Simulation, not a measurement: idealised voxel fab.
process module | voxel capacitor over wiring
cross-section cut | 150 nm wide | cells 5 nm
A cross-section is a grid of square cells, given in bands from the top down. A band is one or more rows of cells.
Each band's line starts with the height of the band's top and of its bottom, in nm. Then come its materials from left to right, each with its width in nm. One material with "throughout" fills the band from edge to edge. "air" is empty space.
Height 0 is the level under which the wafer as received is all one material. The lowest band goes on downwards, as in "0 down".
A width such as "30 to 40" changes by the same amount from each row of cells to the next, from the band's top row to its bottom row.
"no change" after a step means that no cell of the cross-section changed.
closed voids: empty space of 8 cells or more with no open way to the top, each as width x height at its distance from the left edge, in nm
after a step's settings: what the simulator itself notes on the step
overlay nm, on a step with a mask: how far to the right of its planned place the mask lay; to the left if negative
plan
1 op RECEIVE | material Si
2 op CONFORMAL_DEP | material SiO2 | thk nm 15
3 op DIRECTIONAL_DEP | material TiN | thk nm 5
4 op DIRECTIONAL_DEP | material Ru | thk nm 15
5 op MASKED_ETCH | tone cover | mask id METAL_1 | width nm 20 | pitch nm 75 | etch materials Ru | depth nm 15 | overlay nm 0
6 op MASKED_ETCH | tone cover | mask id METAL_1 | width nm 20 | pitch nm 75 | etch materials TiN | depth nm 5 | overlay nm 0
7 op FILL_DEP | material lowk | thk nm 5
8 op CMP | height nm 35
9 op CONFORMAL_DEP | material SiCN | thk nm 5
10 op DIRECTIONAL_DEP | material SiO2 | thk nm 10
11 op DIRECTIONAL_DEP | material aC | thk nm 10
12 op PATTERN | tone open | mask id PLUG_1 | material resist | width nm 15 | thk nm 30 | overlay nm 0
13 op DIRECTIONAL_ETCH | etch materials aC | depth nm 10
14 op STRIP | etch materials resist
15 op DIRECTIONAL_ETCH | etch materials SiO2 | depth nm 10
16 op DIRECTIONAL_ETCH | etch materials SiCN | depth nm 5
17 op STRIP | etch materials aC
18 op EPI | material Ru | thk nm 10
19 op EPI | material Ru | thk nm 5
20 op DIRECTIONAL_DEP | material TiN | thk nm 10
21 op DIRECTIONAL_DEP | material Al2O3 | thk nm 5
22 op DIRECTIONAL_DEP | material TiN | thk nm 5
23 op DIRECTIONAL_DEP | material aC | thk nm 10
24 op PATTERN | tone cover | mask id UPPER_PLATE | material resist | width nm 60 | thk nm 25 | overlay nm 0
25 op DIRECTIONAL_ETCH | etch materials aC | depth nm 10
26 op STRIP | etch materials resist
27 op DIRECTIONAL_ETCH | etch materials TiN | depth nm 5
28 op DIRECTIONAL_ETCH | etch materials Al2O3 | depth nm 5
29 op STRIP | etch materials aC
30 op DIRECTIONAL_DEP | material aC | thk nm 15
31 op PATTERN | tone cover | mask id LOWER_PLATE | material resist | width nm 70 | thk nm 30 | overlay nm 0
32 op DIRECTIONAL_ETCH | etch materials aC | depth nm 15
33 op STRIP | etch materials resist
34 op DIRECTIONAL_ETCH | etch materials TiN | depth nm 10
35 op STRIP | etch materials aC
36 op FILL_DEP | material SiO2 | thk nm 20
37 op CMP | height nm 85
38 op MASKED_ETCH | tone open | mask id PLUG_2 | width nm 15 | etch materials SiO2 | depth nm 15 | overlay nm 0
39 op CONFORMAL_DEP | material TiN | thk nm 5
40 op FILL_DEP | material W | thk nm 10
41 op CMP | height nm 85
42 op CONFORMAL_DEP | material SiN | thk nm 5
as received, after step 1
  0 down: Si throughout
  closed voids: none
a wafer at the end: this start, this plan, one mistake
  90 to 85: SiN throughout
  85 to 80: W throughout
  80 to 75: TiN 45 | W 5 | TiN 100
  75 to 65: SiO2 40 to 30 | TiN 15 to 60 | SiO2 95 to 60
  65 to 60: SiO2 30 | Al2O3 60 | SiO2 60
  60 to 50: SiO2 25 | TiN 70 | SiO2 55
  50 to 40: SiO2 30 | Ru 15 | SiO2 105
  40 to 35: SiCN 30 | Ru 15 | SiCN 105
  35 to 20: lowk 25 | Ru 20 | lowk 55 | Ru 20 | lowk 30
  20 to 15: lowk 25 | TiN 20 | lowk 55 | TiN 20 | lowk 30
  15 to 0: SiO2 throughout
  0 down: Si throughout
  closed voids: none
what went wrong: step 37 ran as: op CMP | height nm 75
